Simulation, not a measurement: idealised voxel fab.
Name of the process module below: voxel air gaps
cross-section cut | 250 nm wide | cells 5 nm
Cross-section spec: square-cell grid; bands listed top down; each band is one or more rows. The entry gives the band's vertical extent as a top height and a bottom height in nm, then its horizontal make-up as materials from left to right, each with a width in nm. "air" stands for empty space; a single material marked "all across" fills the band edge to edge. Counting heights begins at 0, where everything beneath is, in the wafer as received, one material. The lowest band has no bottom; it goes on downwards, as "0 -> down" shows. Quick explanation for "30->40": the width changes in equal steps down the rows of cells, from the first number in the band's top row to the second number in its bottom row. For the purposes of this document, the phrase "nothing different" attached to a step denotes that no cell within the cross-section was modified by that step. If an empty space has no open way to the top and is at least 8 cells in size, "Enclosed internal cavities" lists it, written width x height at distance, where distance is measured from the left edge and every value is in nm. The remark found on a step's line after its settings is issued by the simulator itself and pertains to that step. If you see "overlay nm" on a step's line and that step has a mask, it's telling you how far right of where it was planned the mask ended up; a negative number means it went left instead.

-- Planned step list for the process
step 1: RECEIVE (material Si)
step 2: CONFORMAL_DEP (material SiO2; thk nm 15)
step 3: CONFORMAL_DEP (material SiCN; thk nm 5)
step 4: DIRECTIONAL_DEP (material SiO2; thk nm 30)
step 5: MASKED_ETCH (tone open; mask id LINES; width nm 20; pitch nm 50; etch materials SiO2; depth nm 30; overlay nm 0)
step 6: CONFORMAL_DEP (material TiN; thk nm 5)
step 7: FILL_DEP (material W; thk nm 10)
step 8: CMP (height nm 50)
step 9: EPI (material Ru; thk nm 10)
step 10: SELECTIVE_ETCH (etch materials SiO2; depth nm 40)
step 11: CONFORMAL_DEP (material SiCN; thk nm 5)

-- Delivered wafer in cross-section: state after step 1
0 -> down = Si all across
Enclosed internal cavities: none

-- End-of-module cross-section of the first of two wafers, processed as planned
65 -> 60 = air 25 nm, then SiCN 200 nm, then air 25 nm
60 -> 50 = air 25 nm, then SiCN 5 nm, then Ru 40 nm, then SiCN 10 nm, then Ru 40 nm, then SiCN 10 nm, then Ru 40 nm, then SiCN 10 nm, then Ru 40 nm, then SiCN 5 nm, then air 25 nm
50 -> 45 = air 25 nm, then SiCN 15 nm, then TiN 5 nm, then W 10 nm, then TiN 5 nm, then SiCN 30 nm, then TiN 5 nm, then W 10 nm, then TiN 5 nm, then SiCN 30 nm, then TiN 5 nm, then W 10 nm, then TiN 5 nm, then SiCN 30 nm, then TiN 5 nm, then W 10 nm, then TiN 5 nm, then SiCN 15 nm, then air 25 nm
45 -> 25 = air 35 nm, then SiCN 5 nm, then TiN 5 nm, then W 10 nm, then TiN 5 nm, then SiCN 5 nm, then air 20 nm, then SiCN 5 nm, then TiN 5 nm, then W 10 nm, then TiN 5 nm, then SiCN 5 nm, then air 20 nm, then SiCN 5 nm, then TiN 5 nm, then W 10 nm, then TiN 5 nm, then SiCN 5 nm, then air 20 nm, then SiCN 5 nm, then TiN 5 nm, then W 10 nm, then TiN 5 nm, then SiCN 5 nm, then air 35 nm
25 -> 20 = SiCN 40 nm, then TiN 20 nm, then SiCN 30 nm, then TiN 20 nm, then SiCN 30 nm, then TiN 20 nm, then SiCN 30 nm, then TiN 20 nm, then SiCN 40 nm
20 -> 15 = SiCN all across
15 -> 0 = SiO2 all across
0 -> down = Si all across
Enclosed internal cavities: 20 x 20 at 65; 20 x 20 at 115; 20 x 20 at 165

-- Cross-section at end of module for the second wafer of two, which matched the first in starting point and plan and differed by one mistake in its processing
65 -> 60 = air 25 nm, then SiCN 200 nm, then air 25 nm
60 -> 50 = air 25 nm, then SiCN 5 nm, then Ru 40 nm, then SiCN 10 nm, then Ru 40 nm, then SiCN 10 nm, then Ru 40 nm, then SiCN 10 nm, then Ru 40 nm, then SiCN 5 nm, then air 25 nm
50 -> 25 = air 25 nm, then SiCN 5 nm, then Ru 10 nm, then TiN 5 nm, then W 10 nm, then TiN 5 nm, then Ru 10 nm, then SiCN 10 nm, then Ru 10 nm, then TiN 5 nm, then W 10 nm, then TiN 5 nm, then Ru 10 nm, then SiCN 10 nm, then Ru 10 nm, then TiN 5 nm, then W 10 nm, then TiN 5 nm, then Ru 10 nm, then SiCN 10 nm, then Ru 10 nm, then TiN 5 nm, then W 10 nm, then TiN 5 nm, then Ru 10 nm, then SiCN 5 nm, then air 25 nm
25 -> 20 = SiCN 30 nm, then Ru 10 nm, then TiN 20 nm, then Ru 10 nm, then SiCN 10 nm, then Ru 10 nm, then TiN 20 nm, then Ru 10 nm, then SiCN 10 nm, then Ru 10 nm, then TiN 20 nm, then Ru 10 nm, then SiCN 10 nm, then Ru 10 nm, then TiN 20 nm, then Ru 10 nm, then SiCN 30 nm
20 -> 15 = SiCN all across
15 -> 0 = SiO2 all across
0 -> down = Si all across
Enclosed internal cavities: none
Against the plan, the run slipped here: step 10 occupied the plan position of step 9, and the converse holds as well
Final cells, second wafer relative to first, materials higher or lower: +96 Ru; -32 SiCN
By the end, 3 closed voids are present in the first wafer and 0 in the second.
